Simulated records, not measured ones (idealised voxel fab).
process module | voxel quadruple lines
cross-section cut | 215 nm wide | cells 5 nm
A cross-section is a grid of square cells, given in bands from the top down. A band is one or more rows of cells.
Each band's line starts with the height of the band's top and of its bottom, in nm. Then come its materials from left to right, each with its width in nm. One material with "throughout" fills the band from edge to edge. "air" is empty space.
Height 0 is the level under which the wafer as received is all one material. The lowest band goes on downwards, as in "0 down".
A width such as "30 to 40" changes by the same amount from each row of cells to the next, from the band's top row to its bottom row.
"no change" after a step means that no cell of the cross-section changed.
closed voids: empty space of 8 cells or more with no open way to the top, each as width x height at its distance from the left edge, in nm
after a step's settings: what the simulator itself notes on the step
overlay nm, on a step with a mask: how far to the right of its planned place the mask lay; to the left if negative
plan
1 op RECEIVE | material Si
2 op CONFORMAL_DEP | material SiO2 | thk nm 5
3 op DIRECTIONAL_DEP | material TiN | thk nm 15
4 op DIRECTIONAL_DEP | material polySi | thk nm 15
5 op DIRECTIONAL_DEP | material aC | thk nm 25
6 op PATTERN | tone cover | mask id MANDREL | material resist | width nm 35 | thk nm 35 | overlay nm 0
7 op DIRECTIONAL_ETCH | etch materials aC | depth nm 25
8 op STRIP | etch materials resist
9 op CONFORMAL_DEP | material SiO2 | thk nm 15
10 op DIRECTIONAL_ETCH | etch materials SiO2 | depth nm 15
11 op STRIP | etch materials aC
12 op DIRECTIONAL_ETCH | etch materials polySi | depth nm 15
13 op STRIP | etch materials SiO2
14 op CONFORMAL_DEP | material SiCN | thk nm 5
15 op DIRECTIONAL_ETCH | etch materials SiCN | depth nm 10
16 op STRIP | etch materials polySi
17 op DIRECTIONAL_ETCH | etch materials TiN | depth nm 15
18 op STRIP | etch materials SiCN
19 op FILL_DEP | material lowk | thk nm 10
20 op CMP | height nm 20
varied across the wafers: thk nm of step 14. The plan shows the first wafer's value. All wafers start alike
first wafer as received, after step 1
  0 down: Si throughout
  closed voids: none
first wafer at the end, after step 20
  20 to 5: lowk 70 | TiN 5 | lowk 15 | TiN 5 | lowk 25 | TiN 5 | lowk 15 | TiN 5 | lowk 70
  5 to 0: SiO2 throughout
  0 down: Si throughout
  closed voids: none
last wafer at the end
  20 to 5: TiN throughout
  5 to 0: SiO2 throughout
  0 down: Si throughout
  closed voids: none
each wafer at the end: cells of each material gained (+) or lost (-) since it was received, then its closed voids
thk nm 5 | +43 SiO2 | +12 TiN | +117 lowk | closed voids: none
thk nm 10 | +43 SiO2 | +24 TiN | +105 lowk | closed voids: none
thk nm 15 | +43 SiO2 | +129 TiN | closed voids: none
thk nm 20 | +43 SiO2 | +129 TiN | closed voids: none
thk nm 25 | +43 SiO2 | +129 TiN | closed voids: none
